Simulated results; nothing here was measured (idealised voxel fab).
process module | voxel ribs on slabs
cross-section cut | 155 nm wide | cells 5 nm
A cross-section is a grid of square cells, given in bands from the top down. A band is one or more rows of cells.
Each band's line starts with the height of the band's top and of its bottom, in nm. Then come its materials from left to right, each with its width in nm. One material with "throughout" fills the band from edge to edge. "air" is empty space.
Height 0 is the level under which the wafer as received is all one material. The lowest band goes on downwards, as in "0 down".
A width such as "30 to 40" changes by the same amount from each row of cells to the next, from the band's top row to its bottom row.
"no change" after a step means that no cell of the cross-section changed.
closed voids: empty space of 8 cells or more with no open way to the top, each as width x height at its distance from the left edge, in nm
after a step's settings: what the simulator itself notes on the step
overlay nm, on a step with a mask: how far to the right of its planned place the mask lay; to the left if negative
plan
1 op RECEIVE | material Si
2 op DIRECTIONAL_DEP | material SiO2 | thk nm 25
3 op DIRECTIONAL_DEP | material SiN | thk nm 20
4 op DIRECTIONAL_DEP | material aC | thk nm 10
5 op PATTERN | tone cover | mask id RIB | material resist | width nm 30 | thk nm 25 | overlay nm 0
6 op DIRECTIONAL_ETCH | etch materials aC | depth nm 10
7 op STRIP | etch materials resist
8 op DIRECTIONAL_ETCH | etch materials SiN | depth nm 5
9 op STRIP | etch materials aC
10 op MASKED_ETCH | tone cover | mask id SLAB | width nm 90 | etch materials SiN | depth nm 15 | overlay nm 0
11 op FILL_DEP | material SiO2 | thk nm 25
12 op CMP | height nm 60
13 op DIRECTIONAL_DEP | material W | thk nm 5
14 op DIRECTIONAL_DEP | material aC | thk nm 15
15 op PATTERN | tone cover | mask id HEATER | material resist | width nm 40 | thk nm 30 | overlay nm -15
16 op DIRECTIONAL_ETCH | etch materials aC | depth nm 15
17 op STRIP | etch materials resist
18 op DIRECTIONAL_ETCH | etch materials W | depth nm 5
19 op STRIP | etch materials aC
20 op CONFORMAL_DEP | material SiO2 | thk nm 10
varied across the wafers: overlay nm of step 15. The plan shows the first wafer's value. All wafers start alike
first wafer as received, after step 1
  0 down: Si throughout
  closed voids: none
first wafer at the end, after step 20
  75 to 70: air 30 | SiO2 60 | air 65
  70 to 65: SiO2 throughout
  65 to 60: SiO2 40 | W 40 | SiO2 75
  60 to 45: SiO2 throughout
  45 to 40: SiO2 60 | SiN 30 | SiO2 65
  40 to 25: SiO2 30 | SiN 90 | SiO2 35
  25 to 0: SiO2 throughout
  0 down: Si throughout
  closed voids: none
last wafer at the end
  75 to 70: air 60 | SiO2 60 | air 35
  70 to 65: SiO2 throughout
  65 to 60: SiO2 70 | W 40 | SiO2 45
  60 to 45: SiO2 throughout
  45 to 40: SiO2 60 | SiN 30 | SiO2 65
  40 to 25: SiO2 30 | SiN 90 | SiO2 35
  25 to 0: SiO2 throughout
  0 down: Si throughout
  closed voids: none
each wafer at the end: cells of each material gained (+) or lost (-) since it was received, then its closed voids
overlay nm -15 | +60 SiN | +378 SiO2 | +8 W | closed voids: none
overlay nm -10 | +60 SiN | +378 SiO2 | +8 W | closed voids: none
overlay nm -5 | +60 SiN | +378 SiO2 | +8 W | closed voids: none
overlay nm 0 | +60 SiN | +378 SiO2 | +8 W | closed voids: none
overlay nm 5 | +60 SiN | +378 SiO2 | +8 W | closed voids: none
overlay nm 10 | +60 SiN | +378 SiO2 | +8 W | closed voids: none
overlay nm 15 | +60 SiN | +378 SiO2 | +8 W | closed voids: none
